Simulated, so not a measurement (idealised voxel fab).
The document below concerns the process module designated voxel released beams.
Section shown: cut. Width: 260 nm. Cell size: 5 nm, square.
Heads up, the way a cross-section reads in here is a grid of square cells, handed over as bands from the top down, with every band being one or more rows of cells.
In this notation a band is specified by the heights of its top and bottom, in that order and in nm, after which its materials appear from left to right, each paired with its width in nm. The word "throughout" attached to a single material means that material fills the band from edge to edge; the word "air" stands for empty space.
Height 0 is the level under which the wafer as received is all one material. The lowest band goes on downwards, as in "0 nm and below".
Graded width ("30 to 40"): value in top row of band = first number; value in bottom row = second number; row-to-row change constant.
Where the words "nothing different" appear for a step, the cross-section shows no cell changed by that step; every cell remained as before.
What "Closed cavities" gives you is every empty space of 8 cells or more that is cut off from the top. Each appears as width x height at distance, with the distance taken from the left edge and width, height and distance all in nm.
Text after the settings on a step's line: the simulator's own remark on that step.
If you see "overlay nm" on a step's line and that step has a mask, it's telling you how far right of where it was planned the mask ended up; a negative number means it went left instead.
Process steps - plan:
1. RECEIVE: material Si
2. CONFORMAL_DEP: material Al2O3, thk nm 5
3. DIRECTIONAL_DEP: material SiO2, thk nm 15
4. DIRECTIONAL_DEP: material aC, thk nm 10
5. PATTERN: tone open, mask id ANCHOR, material resist, width nm 45, thk nm 30, overlay nm 0
6. DIRECTIONAL_ETCH: etch materials aC, depth nm 10
7. STRIP: etch materials resist
8. DIRECTIONAL_ETCH: etch materials SiO2, depth nm 15
9. STRIP: etch materials aC
10. CONFORMAL_DEP: material SiN, thk nm 15
11. DIRECTIONAL_DEP: material aC, thk nm 10
12. PATTERN: tone cover, mask id BEAM, material resist, width nm 120, thk nm 30, overlay nm 0
13. DIRECTIONAL_ETCH: etch materials aC, depth nm 10
14. STRIP: etch materials resist
15. DIRECTIONAL_ETCH: etch materials SiN, depth nm 15
16. STRIP: etch materials aC
17. STRIP: etch materials SiO2
Wafer at receipt (post step 1), cross-section:
* 0 nm and below | Si throughout
* Closed cavities: none
Cross-sectional view of the first of the two wafers upon completion of the module, processed in accordance with the plan:
* 35 nm to 20 nm | air (65)  SiN (20)  air (15)  SiN (85)  air (75)
* 20 nm to 5 nm | air (70)  SiN (45)  air (145)
* 5 nm to 0 nm | Al2O3 throughout
* 0 nm and below | Si throughout
* Closed cavities: none
Cross-section of the latter of the two wafers at module completion. It had an identical start and an identical plan to the former; in running it, one mistake was made:
* 35 nm to 20 nm | air (60)  SiN (25)  air (15)  SiN (90)  air (70)
* 20 nm to 5 nm | air (70)  SiN (45)  air (145)
* 5 nm to 0 nm | Al2O3 throughout
* 0 nm and below | Si throughout
* Closed cavities: none
In executing the process, a mistake was made relative to the plan: step 12 changed vs plan, executed as PATTERN: tone cover, mask id BEAM, material resist, width nm 130, thk nm 30, overlay nm 0
In the final state, the cell counts of the second wafer exceed or fall short of those of the first for the following materials: +6 SiN
